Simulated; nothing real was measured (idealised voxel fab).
Module name: voxel ribs on slabs (process module)
Section cut is 250 nm wide and gridded with 5 nm square cells.
A cross-section is written here as square cells arranged in a grid, and it is given in bands from the top down, each band taking up one or more rows of cells. Heights first: top, then bottom, in nm. Then materials, left to right, each with a width in nm. "all across" on a single material: fills the band edge to edge. "blank": empty space. Zero point of the height axis is 0; under it, received wafer = one material. Lowest band: continues down indefinitely, "0 and below". Read "30 to 40" as a graded width: first number on top, second number at the bottom, same change between each pair of neighbouring rows. Take "everything unchanged" at face value: in the step it is given for, the cross-section changed in none of its cells. Empty spaces counting at least 8 cells and having no open way to the top are listed in "Unvented internal voids". The notation width x height at distance is used for each, the distance being from the left edge and all three values in nm. Post-settings text on a step line: simulator's own remark regarding the step. If you see "overlay nm" on a step's line and that step has a mask, it's telling you how far right of where it was planned the mask ended up; a negative number means it went left instead.
Below is the list of planned process steps
1: RECEIVE,material Si
2: DIRECTIONAL_DEP,material SiO2,thk nm 20
3: DIRECTIONAL_DEP,material polySi,thk nm 25
4: MASKED_ETCH,tone cover,mask id RIB,width nm 20,etch materials polySi,depth nm 10,overlay nm 0
5: PATTERN,tone cover,mask id SLAB,material resist,width nm 70,thk nm 15,overlay nm 0
6: DIRECTIONAL_ETCH,etch materials polySi,depth nm 15
7: STRIP,etch materials resist
8: FILL_DEP,material SiO2,thk nm 20
9: CMP,height nm 55
10: DIRECTIONAL_DEP,material W,thk nm 5
11: DIRECTIONAL_DEP,material aC,thk nm 10
12: PATTERN,tone cover,mask id HEATER,material resist,width nm 30,thk nm 25,overlay nm 0
13: DIRECTIONAL_ETCH,etch materials aC,depth nm 10
14: STRIP,etch materials resist
15: DIRECTIONAL_ETCH,etch materials W,depth nm 5
16: STRIP,etch materials aC
17: CONFORMAL_DEP,material SiN,thk nm 5
As received (post step 1): cross-section
- 0 and below: Si all across
- Unvented internal voids: none
Post-module cross-section: identical start and plan to those above, one misstep in execution
- 65 down to 60: blank 105 | SiN 40 | blank 105
- 60 down to 55: SiN 110 | W 30 | SiN 110
- 55 down to 35: SiO2 all across
- 35 down to 25: SiO2 115 | polySi 20 | SiO2 115
- 25 down to 10: SiO2 90 | polySi 70 | SiO2 90
- 10 down to 0: SiO2 all across
- 0 and below: Si all across
- Unvented internal voids: none
Run error: for step 2, the planned setting was not used; the step was instead run as DIRECTIONAL_DEP,material SiO2,thk nm 10
